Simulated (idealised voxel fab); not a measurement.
This is a process module. Its name is voxel self aligned vias.
Square cell edge 5 nm, section width 220 nm, ID cut.
How to read a cross-section here: the picture is a grid of square cells, written as bands going from the top down, and any band can span one or more rows of cells.
It is stipulated that each band's entry specify, in nanometres, the height of the top of the band and then that of its bottom, followed by the materials of the band in left-to-right sequence, each together with its width in nanometres. A single material marked by the word "throughout" is understood to fill the band from edge to edge; the word "empty" is understood to denote empty space.
All heights in this document are referenced to 0, defined as the level beneath which the wafer, as received, consists entirely of one material. The lowest band is not bounded below; it extends indefinitely downward and is written in the form "from 0 down".
Quick explanation for "30 to 40": the width changes in equal steps down the rows of cells, from the first number in the band's top row to the second number in its bottom row.
The designation "everything unchanged", where it is given for a processing step, indicates that no cell of the cross-section was altered in the course of that step.
This entry, "Sealed internal cavities", enumerates those empty regions of no fewer than 8 cells that possess no open connection to the top. Each region is reported in the form width x height at distance, the distance being taken from the left edge, with all three quantities expressed in nm.
after a step's settings: what the simulator itself notes on the step
Regarding "overlay nm": on a step with a mask, it is the distance the mask lay to the right of its planned place; a negative value places it to the left.

## Listed below are the process steps as planned
| 1 | RECEIVE | material Si |
| 2 | CONFORMAL_DEP | material SiO2 | thk nm 10 |
| 3 | CONFORMAL_DEP | material SiCN | thk nm 5 |
| 4 | DIRECTIONAL_DEP | material lowk | thk nm 20 |
| 5 | PATTERN | tone open | mask id LINES | material resist | width nm 15 | pitch nm 70 | thk nm 20 | overlay nm 0 |
| 6 | DIRECTIONAL_ETCH | etch materials lowk | depth nm 20 |
| 7 | STRIP | etch materials resist |
| 8 | CONFORMAL_DEP | material TiN | thk nm 5 |
| 9 | FILL_DEP | material Ru | thk nm 5 |
| 10 | CMP | height nm 35 |
| 11 | SELECTIVE_ETCH | etch materials W Ru TiN | depth nm 10 |
| 12 | FILL_DEP | material SiN | thk nm 5 |
| 13 | CMP | height nm 35 |
| 14 | DIRECTIONAL_DEP | material lowk | thk nm 20 |
| 15 | DIRECTIONAL_DEP | material aC | thk nm 10 |
| 16 | PATTERN | tone open | mask id VIAS | material resist | width nm 45 | pitch nm 70 | thk nm 25 | overlay nm 0 |
| 17 | DIRECTIONAL_ETCH | etch materials aC | depth nm 10 |
| 18 | STRIP | etch materials resist |
| 19 | DIRECTIONAL_ETCH | etch materials lowk | depth nm 20 |
| 20 | DIRECTIONAL_ETCH | etch materials SiN | depth nm 10 |
| 21 | STRIP | etch materials aC |
| 22 | CONFORMAL_DEP | material TiN | thk nm 5 |
| 23 | FILL_DEP | material Ru | thk nm 10 |
| 24 | CMP | height nm 55 |
| 25 | CONFORMAL_DEP | material SiCN | thk nm 5 |
Among the wafers covered here, the point of difference is the width nm at step 5; their starting state is shared, and the plan presents the value of the first wafer.

## Received wafers, first of several: cross-section after step 1
- from 0 down  Si throughout
- Sealed internal cavities: none

## Shown in cross-section: the first of several wafers at the end of the module, after its last step, step 25
- from 60 to 55  SiCN throughout
- from 55 to 40  50 of lowk, 5 of TiN, 35 of Ru, 5 of TiN, 25 of lowk, 5 of TiN, 35 of Ru, 5 of TiN, 55 of lowk
- from 40 to 30  50 to 65 of lowk, 20 to 5 of TiN, 5 of Ru, 20 to 5 of TiN, 25 to 55 of lowk, 20 to 5 of TiN, 5 of Ru, 20 to 5 of TiN, 55 to 70 of lowk
- from 30 to 25  65 of lowk, 15 of TiN, 55 of lowk, 15 of TiN, 70 of lowk
- from 25 to 20  65 of lowk, 5 of TiN, 5 of Ru, 5 of TiN, 55 of lowk, 5 of TiN, 5 of Ru, 5 of TiN, 70 of lowk
- from 20 to 15  65 of lowk, 15 of TiN, 55 of lowk, 15 of TiN, 70 of lowk
- from 15 to 10  SiCN throughout
- from 10 to 0  SiO2 throughout
- from 0 down  Si throughout
- Sealed internal cavities: none

## Cross-sectional view, end of module, last wafer of several
- from 60 to 55  SiCN throughout
- from 55 to 40  50 of lowk, 5 of TiN, 35 of Ru, 5 of TiN, 25 of lowk, 5 of TiN, 35 of Ru, 5 of TiN, 55 of lowk
- from 40 to 30  50 to 55 of lowk, 10 to 5 of TiN, 30 of Ru, 5 of TiN, 25 to 30 of lowk, 10 to 5 of TiN, 30 of Ru, 5 of TiN, 55 of lowk
- from 30 to 25  55 of lowk, 40 of TiN, 30 of lowk, 40 of TiN, 55 of lowk
- from 25 to 20  55 of lowk, 5 of TiN, 30 of Ru, 5 of TiN, 30 of lowk, 5 of TiN, 30 of Ru, 5 of TiN, 55 of lowk
- from 20 to 15  55 of lowk, 40 of TiN, 30 of lowk, 40 of TiN, 55 of lowk
- from 15 to 10  SiCN throughout
- from 10 to 0  SiO2 throughout
- from 0 down  Si throughout
- Sealed internal cavities: none

## wafer rows; end of module; cells per material since receipt: (+) gained, (-) lost; then closed voids
width nm 15, +48 Ru, +88 SiCN, +88 SiO2, +48 TiN, +256 lowk, Sealed internal cavities: none
width nm 20, +54 Ru, +88 SiCN, +88 SiO2, +50 TiN, +248 lowk, Sealed internal cavities: none
width nm 25, +60 Ru, +88 SiCN, +88 SiO2, +52 TiN, +240 lowk, Sealed internal cavities: none
width nm 30, +66 Ru, +88 SiCN, +88 SiO2, +54 TiN, +232 lowk, Sealed internal cavities: none
width nm 35, +72 Ru, +88 SiCN, +88 SiO2, +56 TiN, +224 lowk, Sealed internal cavities: none
width nm 40, +78 Ru, +88 SiCN, +88 SiO2, +58 TiN, +216 lowk, Sealed internal cavities: none
